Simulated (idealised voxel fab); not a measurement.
Process module name: voxel lift off
FYI the section here is cut, 200 nm wide, cells are 5 nm squares.
Reading order for cross-sections: top band down to bottom band. Underlying form: a grid of square cells. Band size: one or more rows of cells.
In this notation a band is specified by the heights of its top and bottom, in that order and in nm, after which its materials appear from left to right, each paired with its width in nm. The word "throughout" attached to a single material means that material fills the band from edge to edge; the word "air" stands for empty space.
Zero point of the height axis is 0; under it, received wafer = one material. Lowest band: continues down indefinitely, "0 and below".
Top row gets the first number, bottom row gets the second, and each row in between changes by the same step: that is how a band width like "30..40" works.
Where a step carries "nothing altered", the cross-section came out of it unchanged, cell for cell.
Empty spaces without an open route to the top, at least 8 cells in extent, make up the entry "Listed closed voids"; each is given as width x height at distance, where the distance is measured from the left edge, and all are in nm.
It should be noted that, on the line of a given step, the content following the step's settings is a remark produced by the simulator itself with respect to that step.
overlay nm: for a step with a mask, the amount by which the mask lay right of where it was planned; a negative amount means left of it.

The process steps that were planned are listed below
1 RECEIVE (material Si)
2 CONFORMAL_DEP (material SiN; thk nm 10)
3 PATTERN (tone open; mask id LINES; material resist; width nm 15; pitch nm 40; thk nm 30; overlay nm 0)
4 DIRECTIONAL_DEP (material Ru; thk nm 15)
5 STRIP (etch materials resist)
6 CONFORMAL_DEP (material SiO2; thk nm 10)

So, the first of our two wafers, run just as we planned it

Wafer at receipt (post step 1), cross-section
    0 and below = Si throughout
    Listed closed voids: none

Presented here is a cross-section of the wafer after step 2 has been performed
    10 down to 0 = SiN throughout
    Lower than 0, everything is as it was.

Presented here is a cross-section of the wafer after step 3 has been performed
    40 down to 10 = resist 70 nm, air 15 nm, resist 25 nm, air 15 nm, resist 75 nm
    Lower than 10, everything is as it was.

Presented here is a cross-section of the wafer after step 4 has been performed
    55 down to 40 = Ru 70 nm, air 15 nm, Ru 25 nm, air 15 nm, Ru 75 nm
    40 down to 25 = resist 70 nm, air 15 nm, resist 25 nm, air 15 nm, resist 75 nm
    25 down to 10 = resist 70 nm, Ru 15 nm, resist 25 nm, Ru 15 nm, resist 75 nm
    Lower than 10, everything is as it was.

Presented here is a cross-section of the wafer after step 5 has been performed
    25 down to 10 = air 70 nm, Ru 15 nm, air 25 nm, Ru 15 nm, air 75 nm
    Lower than 10, everything is as it was.

Presented here is a cross-section of the wafer after step 6 has been performed
    35 down to 25 = air 60 nm, SiO2 35 nm, air 5 nm, SiO2 35 nm, air 65 nm
    25 down to 20 = air 60 nm, SiO2 10 nm, Ru 15 nm, SiO2 10 nm, air 5 nm, SiO2 10 nm, Ru 15 nm, SiO2 10 nm, air 65 nm
    20 down to 10 = SiO2 70 nm, Ru 15 nm, SiO2 25 nm, Ru 15 nm, SiO2 75 nm
    Lower than 10, everything is as it was.

Wafer two. Identical start, identical plan. One mistake in execution. Identical history through step 3

Look at the second wafer in cross-section at the time step 4 ought to have finished
    50 down to 40 = Ru 70 nm, air 15 nm, Ru 25 nm, air 15 nm, Ru 75 nm
    40 down to 20 = resist 70 nm, air 15 nm, resist 25 nm, air 15 nm, resist 75 nm
    20 down to 10 = resist 70 nm, Ru 15 nm, resist 25 nm, Ru 15 nm, resist 75 nm
    Lower than 10, everything is as it was.

Look at the second wafer in cross-section at the time step 5 ought to have finished
    20 down to 10 = air 70 nm, Ru 15 nm, air 25 nm, Ru 15 nm, air 75 nm
    Lower than 10, everything is as it was.

Look at the second wafer in cross-section at the time step 6 ought to have finished
    30 down to 20 = air 60 nm, SiO2 35 nm, air 5 nm, SiO2 35 nm, air 65 nm
    20 down to 10 = SiO2 70 nm, Ru 15 nm, SiO2 25 nm, Ru 15 nm, SiO2 75 nm
    Lower than 10, everything is as it was.
Here's what went sideways: note that step 4 departed from the planned setting and was carried out as DIRECTIONAL_DEP (material Ru; thk nm 10)
FYI, end of process, the second wafer has more or fewer cells of some materials than the first: Ru: 6 fewer | SiO2: 8 fewer
